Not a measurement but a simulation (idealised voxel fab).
Documented hereafter: the process module known as voxel capacitor over wiring.
280 nm wide, 5 nm square cells: that's cross-section cut.
For the purposes of this document, a cross-section shall be understood as a grid of square cells, specified as bands listed in top-to-bottom order, each band consisting of one or more rows of cells.
Heads up on the band format: heights come first, top then bottom, in nm. After that it's the materials left to right, each with its width in nm. A single material flagged "all across" fills the whole band edge to edge, and "empty" means there's empty space there.
A quick word on heights: they are counted from 0, and under that level the wafer as it came to us is one material throughout. The lowest band is different from the rest in having no bottom; it simply continues downward, written as in "top 0, no bottom".
Per-row width for "30..40": begins at first number (top row of band), ends at second number (bottom row), increment between rows held constant.
Any step labelled "no modification" changed none of the cells in the cross-section.
Closed-off voids of 8+ cells (no open route to the top) go in "Closed void roster", written width x height at distance from the left edge, in nm.
Formally, on a step line, whatever follows the settings is a remark that the simulator itself makes on the step.
overlay nm: where the mask lay relative to plan, measured to the right, on steps with a mask; negatives go left.

Plan:
1) RECEIVE | material Si
2) CONFORMAL_DEP | material SiO2 | thk nm 15
3) DIRECTIONAL_DEP | material TiN | thk nm 5
4) DIRECTIONAL_DEP | material W | thk nm 15
5) DIRECTIONAL_DEP | material aC | thk nm 10
6) PATTERN | tone cover | mask id METAL_1 | material resist | width nm 20 | pitch nm 70 | thk nm 30 | overlay nm 0
7) DIRECTIONAL_ETCH | etch materials aC | depth nm 10
8) STRIP | etch materials resist
9) DIRECTIONAL_ETCH | etch materials W | depth nm 15
10) DIRECTIONAL_ETCH | etch materials TiN | depth nm 5
11) STRIP | etch materials aC
12) FILL_DEP | material SiO2 | thk nm 5
13) CMP | height nm 35
14) CONFORMAL_DEP | material SiCN | thk nm 5
15) DIRECTIONAL_DEP | material SiO2 | thk nm 15
16) MASKED_ETCH | tone open | mask id PLUG_1 | width nm 15 | etch materials SiO2 | depth nm 15 | overlay nm 0
17) MASKED_ETCH | tone open | mask id PLUG_1 | width nm 15 | etch materials SiCN | depth nm 5 | overlay nm 0
18) EPI | material Ru | thk nm 10
19) EPI | material Ru | thk nm 10
20) DIRECTIONAL_DEP | material TiN | thk nm 10
21) DIRECTIONAL_DEP | material SiN | thk nm 5
22) DIRECTIONAL_DEP | material TiN | thk nm 5
23) PATTERN | tone cover | mask id UPPER_PLATE | material resist | width nm 55 | thk nm 20 | overlay nm 0
24) DIRECTIONAL_ETCH | etch materials TiN | depth nm 5
25) DIRECTIONAL_ETCH | etch materials SiN | depth nm 5
26) STRIP | etch materials resist
27) DIRECTIONAL_DEP | material aC | thk nm 10
28) PATTERN | tone cover | mask id LOWER_PLATE | material resist | width nm 65 | thk nm 25 | overlay nm 0
29) DIRECTIONAL_ETCH | etch materials aC | depth nm 10
30) STRIP | etch materials resist
31) DIRECTIONAL_ETCH | etch materials TiN | depth nm 10
32) STRIP | etch materials aC
33) FILL_DEP | material SiO2 | thk nm 20
34) CMP | height nm 90
35) PATTERN | tone open | mask id PLUG_2 | material resist | width nm 15 | thk nm 15 | overlay nm 0
36) DIRECTIONAL_ETCH | etch materials SiO2 | depth nm 15
37) STRIP | etch materials resist
38) CONFORMAL_DEP | material TiN | thk nm 5
39) FILL_DEP | material W | thk nm 10
40) CMP | height nm 90
41) CONFORMAL_DEP | material SiN | thk nm 5

Run as planned: first of two wafers:

Cross-section of the incoming wafer, state after step 1:
  top 0, no bottom: Si all across
  Closed void roster: none

Upon completion of step 2, the wafer appears in cross-section as shown:
  top 15, bottom 0: SiO2 all across
  Lower than 0, everything is as it was.

Upon completion of step 3, the wafer appears in cross-section as shown:
  top 20, bottom 15: TiN all across
  Lower than 15, everything is as it was.

Upon completion of step 4, the wafer appears in cross-section as shown:
  top 35, bottom 20: W all across
  Lower than 20, everything is as it was.

Upon completion of step 5, the wafer appears in cross-section as shown:
  top 45, bottom 35: aC all across
  Lower than 35, everything is as it was.

Upon completion of step 6, the wafer appears in cross-section as shown:
  top 75, bottom 45: empty 95, then resist 20, then empty 50, then resist 20, then empty 95
  Lower than 45, everything is as it was.

Upon completion of step 7, the wafer appears in cross-section as shown:
  top 65, bottom 45: empty 95, then resist 20, then empty 50, then resist 20, then empty 95
  top 45, bottom 35: empty 95, then aC 20, then empty 50, then aC 20, then empty 95
  Lower than 35, everything is as it was.

Upon completion of step 8, the wafer appears in cross-section as shown:
  top 45, bottom 35: empty 95, then aC 20, then empty 50, then aC 20, then empty 95
  Lower than 35, everything is as it was.

Upon completion of step 9, the wafer appears in cross-section as shown:
  top 45, bottom 35: empty 95, then aC 20, then empty 50, then aC 20, then empty 95
  top 35, bottom 20: empty 95, then W 20, then empty 50, then W 20, then empty 95
  Lower than 20, everything is as it was.

Upon completion of step 10, the wafer appears in cross-section as shown:
  top 45, bottom 35: empty 95, then aC 20, then empty 50, then aC 20, then empty 95
  top 35, bottom 20: empty 95, then W 20, then empty 50, then W 20, then empty 95
  top 20, bottom 15: empty 95, then TiN 20, then empty 50, then TiN 20, then empty 95
  Lower than 15, everything is as it was.

Upon completion of step 11, the wafer appears in cross-section as shown:
  top 35, bottom 20: empty 95, then W 20, then empty 50, then W 20, then empty 95
  Lower than 20, everything is as it was.

Upon completion of step 12, the wafer appears in cross-section as shown:
  top 40, bottom 35: SiO2 all across
  top 35, bottom 20: SiO2 95, then W 20, then SiO2 50, then W 20, then SiO2 95
  top 20, bottom 15: SiO2 95, then TiN 20, then SiO2 50, then TiN 20, then SiO2 95
  Lower than 15, everything is as it was.

Upon completion of step 13, the wafer appears in cross-section as shown:
  top 35, bottom 20: SiO2 95, then W 20, then SiO2 50, then W 20, then SiO2 95
  Lower than 20, everything is as it was.

Upon completion of step 14, the wafer appears in cross-section as shown:
  top 40, bottom 35: SiCN all across
  Lower than 35, everything is as it was.

Upon completion of step 15, the wafer appears in cross-section as shown:
  top 55, bottom 40: SiO2 all across
  Lower than 40, everything is as it was.

Upon completion of step 16, the wafer appears in cross-section as shown:
  top 55, bottom 40: SiO2 100, then empty 15, then SiO2 165
  Lower than 40, everything is as it was.

Upon completion of step 17, the wafer appears in cross-section as shown:
  top 55, bottom 40: SiO2 100, then empty 15, then SiO2 165
  top 40, bottom 35: SiCN 100, then empty 15, then SiCN 165
  Lower than 35, everything is as it was.

Upon completion of step 18, the wafer appears in cross-section as shown:
  top 55, bottom 45: SiO2 100, then empty 15, then SiO2 165
  top 45, bottom 40: SiO2 100, then Ru 15, then SiO2 165
  top 40, bottom 35: SiCN 100, then Ru 15, then SiCN 165
  Lower than 35, everything is as it was.

Upon completion of step 19, the wafer appears in cross-section as shown:
  top 55, bottom 40: SiO2 100, then Ru 15, then SiO2 165
  Lower than 40, everything is as it was.

Upon completion of step 20, the wafer appears in cross-section as shown:
  top 65, bottom 55: TiN all across
  Lower than 55, everything is as it was.

Upon completion of step 21, the wafer appears in cross-section as shown:
  top 70, bottom 65: SiN all across
  Lower than 65, everything is as it was.

Upon completion of step 22, the wafer appears in cross-section as shown:
  top 75, bottom 70: TiN all across
  Lower than 70, everything is as it was.

Upon completion of step 23, the wafer appears in cross-section as shown:
  top 95, bottom 75: empty 100, then resist 55, then empty 125
  Lower than 75, everything is as it was.

Upon completion of step 24, the wafer appears in cross-section as shown:
  top 95, bottom 75: empty 100, then resist 55, then empty 125
  top 75, bottom 70: empty 100, then TiN 55, then empty 125
  Lower than 70, everything is as it was.

Upon completion of step 25, the wafer appears in cross-section as shown:
  top 95, bottom 75: empty 100, then resist 55, then empty 125
  top 75, bottom 70: empty 100, then TiN 55, then empty 125
  top 70, bottom 65: empty 100, then SiN 55, then empty 125
  Lower than 65, everything is as it was.

Upon completion of step 26, the wafer appears in cross-section as shown:
  top 75, bottom 70: empty 100, then TiN 55, then empty 125
  Lower than 70, everything is as it was.

Upon completion of step 27, the wafer appears in cross-section as shown:
  top 85, bottom 75: empty 100, then aC 55, then empty 125
  top 75, bottom 70: aC 100, then TiN 55, then aC 125
  top 70, bottom 65: aC 100, then SiN 55, then aC 125
  Lower than 65, everything is as it was.

Upon completion of step 28, the wafer appears in cross-section as shown:
  top 110, bottom 85: empty 95, then resist 65, then empty 120
  top 85, bottom 75: empty 95, then resist 5, then aC 55, then resist 5, then empty 120
  Lower than 75, everything is as it was.

Upon completion of step 29, the wafer appears in cross-section as shown:
  top 100, bottom 85: empty 95, then resist 65, then empty 120
  top 85, bottom 75: empty 95, then resist 5, then aC 55, then resist 5, then empty 120
  top 75, bottom 70: empty 95, then aC 5, then TiN 55, then aC 5, then empty 120
  top 70, bottom 65: empty 95, then aC 5, then SiN 55, then aC 5, then empty 120
  Lower than 65, everything is as it was.

Upon completion of step 30, the wafer appears in cross-section as shown:
  top 85, bottom 75: empty 100, then aC 55, then empty 125
  Lower than 75, everything is as it was.

Upon completion of step 31, the wafer appears in cross-section as shown:
  top 85, bottom 75: empty 100, then aC 55, then empty 125
  top 75, bottom 70: empty 95, then aC 5, then TiN 55, then aC 5, then empty 120
  top 70, bottom 65: empty 95, then aC 5, then SiN 55, then aC 5, then empty 120
  top 65, bottom 55: empty 95, then TiN 65, then empty 120
  Lower than 55, everything is as it was.

Upon completion of step 32, the wafer appears in cross-section as shown:
  top 75, bottom 70: empty 100, then TiN 55, then empty 125
  top 70, bottom 65: empty 100, then SiN 55, then empty 125
  Lower than 65, everything is as it was.

Upon completion of step 33, the wafer appears in cross-section as shown:
  top 95, bottom 75: SiO2 all across
  top 75, bottom 70: SiO2 100, then TiN 55, then SiO2 125
  top 70, bottom 65: SiO2 100, then SiN 55, then SiO2 125
  top 65, bottom 55: SiO2 95, then TiN 65, then SiO2 120
  Lower than 55, everything is as it was.

Upon completion of step 34, the wafer appears in cross-section as shown:
  top 90, bottom 75: SiO2 all across
  Lower than 75, everything is as it was.

Upon completion of step 35, the wafer appears in cross-section as shown:
  top 105, bottom 90: resist 110, then empty 15, then resist 155
  Lower than 90, everything is as it was.

Upon completion of step 36, the wafer appears in cross-section as shown:
  top 105, bottom 90: resist 110, then empty 15, then resist 155
  top 90, bottom 75: SiO2 110, then empty 15, then SiO2 155
  Lower than 75, everything is as it was.

Upon completion of step 37, the wafer appears in cross-section as shown:
  top 90, bottom 75: SiO2 110, then empty 15, then SiO2 155
  Lower than 75, everything is as it was.

Upon completion of step 38, the wafer appears in cross-section as shown:
  top 95, bottom 90: TiN 115, then empty 5, then TiN 160
  top 90, bottom 80: SiO2 110, then TiN 5, then empty 5, then TiN 5, then SiO2 155
  top 80, bottom 70: SiO2 110..100, then TiN 15..55, then SiO2 155..125
  Lower than 70, everything is as it was.

Upon completion of step 39, the wafer appears in cross-section as shown:
  top 105, bottom 95: W all across
  top 95, bottom 90: TiN 115, then W 5, then TiN 160
  top 90, bottom 80: SiO2 110, then TiN 5, then W 5, then TiN 5, then SiO2 155
  Lower than 80, everything is as it was.

Upon completion of step 40, the wafer appears in cross-section as shown:
  top 90, bottom 80: SiO2 110, then TiN 5, then W 5, then TiN 5, then SiO2 155
  Lower than 80, everything is as it was.

Upon completion of step 41, the wafer appears in cross-section as shown:
  top 95, bottom 90: SiN all across
  Lower than 90, everything is as it was.

Wafer two: like wafer one in start and plan, but with one mistake in execution; identical up to and including step 27:

Cross-section of the second wafer when, according to plan, step 28 should have finished:
  top 110, bottom 85: empty 105, then resist 65, then empty 110
  top 85, bottom 75: empty 100, then aC 55, then resist 15, then empty 110
  Lower than 75, everything is as it was.

Cross-section of the second wafer when, according to plan, step 29 should have finished:
  top 100, bottom 85: empty 105, then resist 65, then empty 110
  top 85, bottom 75: empty 105, then aC 50, then resist 15, then empty 110
  top 75, bottom 70: empty 100, then TiN 55, then aC 15, then empty 110
  top 70, bottom 65: empty 100, then SiN 55, then aC 15, then empty 110
  Lower than 65, everything is as it was.

Cross-section of the second wafer when, according to plan, step 30 should have finished:
  top 85, bottom 75: empty 105, then aC 50, then empty 125
  Lower than 75, everything is as it was.

Cross-section of the second wafer when, according to plan, step 31 should have finished:
  top 85, bottom 75: empty 105, then aC 50, then empty 125
  top 75, bottom 70: empty 105, then TiN 50, then aC 15, then empty 110
  top 70, bottom 65: empty 100, then SiN 55, then aC 15, then empty 110
  top 65, bottom 55: empty 100, then TiN 70, then empty 110
  Lower than 55, everything is as it was.

Cross-section of the second wafer when, according to plan, step 32 should have finished:
  top 75, bottom 70: empty 105, then TiN 50, then empty 125
  top 70, bottom 65: empty 100, then SiN 55, then empty 125
  Lower than 65, everything is as it was.

Cross-section of the second wafer when, according to plan, step 33 should have finished:
  top 95, bottom 75: SiO2 all across
  top 75, bottom 70: SiO2 105, then TiN 50, then SiO2 125
  top 70, bottom 65: SiO2 100, then SiN 55, then SiO2 125
  top 65, bottom 55: SiO2 100, then TiN 70, then SiO2 110
  Lower than 55, everything is as it was.

Cross-section of the second wafer when, according to plan, step 34 should have finished:
  top 90, bottom 75: SiO2 all across
  Lower than 75, everything is as it was.

Cross-section of the second wafer when, according to plan, step 35 should have finished:
  top 105, bottom 90: resist 110, then empty 15, then resist 155
  Lower than 90, everything is as it was.

Cross-section of the second wafer when, according to plan, step 36 should have finished:
  top 105, bottom 90: resist 110, then empty 15, then resist 155
  top 90, bottom 75: SiO2 110, then empty 15, then SiO2 155
  Lower than 75, everything is as it was.

Cross-section of the second wafer when, according to plan, step 37 should have finished:
  top 90, bottom 75: SiO2 110, then empty 15, then SiO2 155
  Lower than 75, everything is as it was.

Cross-section of the second wafer when, according to plan, step 38 should have finished:
  top 95, bottom 90: TiN 115, then empty 5, then TiN 160
  top 90, bottom 80: SiO2 110, then TiN 5, then empty 5, then TiN 5, then SiO2 155
  top 80, bottom 70: SiO2 110..105, then TiN 15..50, then SiO2 155..125
  Lower than 70, everything is as it was.

Cross-section of the second wafer when, according to plan, step 39 should have finished:
  top 105, bottom 95: W all across
  top 95, bottom 90: TiN 115, then W 5, then TiN 160
  top 90, bottom 80: SiO2 110, then TiN 5, then W 5, then TiN 5, then SiO2 155
  Lower than 80, everything is as it was.

Cross-section of the second wafer when, according to plan, step 40 should have finished:
  top 90, bottom 80: SiO2 110, then TiN 5, then W 5, then TiN 5, then SiO2 155
  Lower than 80, everything is as it was.

Cross-section of the second wafer when, according to plan, step 41 should have finished:
  top 95, bottom 90: SiN all across
  Lower than 90, everything is as it was.
Against the plan, the run slipped here: in deviation from the planned setting, step 28 was conducted as PATTERN | tone cover | mask id LOWER_PLATE | material resist | width nm 65 | thk nm 25 | overlay nm 10
It is noted that, at the conclusion of processing, the second wafer exhibits a higher or lower cell count for certain materials relative to the first: -1 SiO2 | +1 TiN
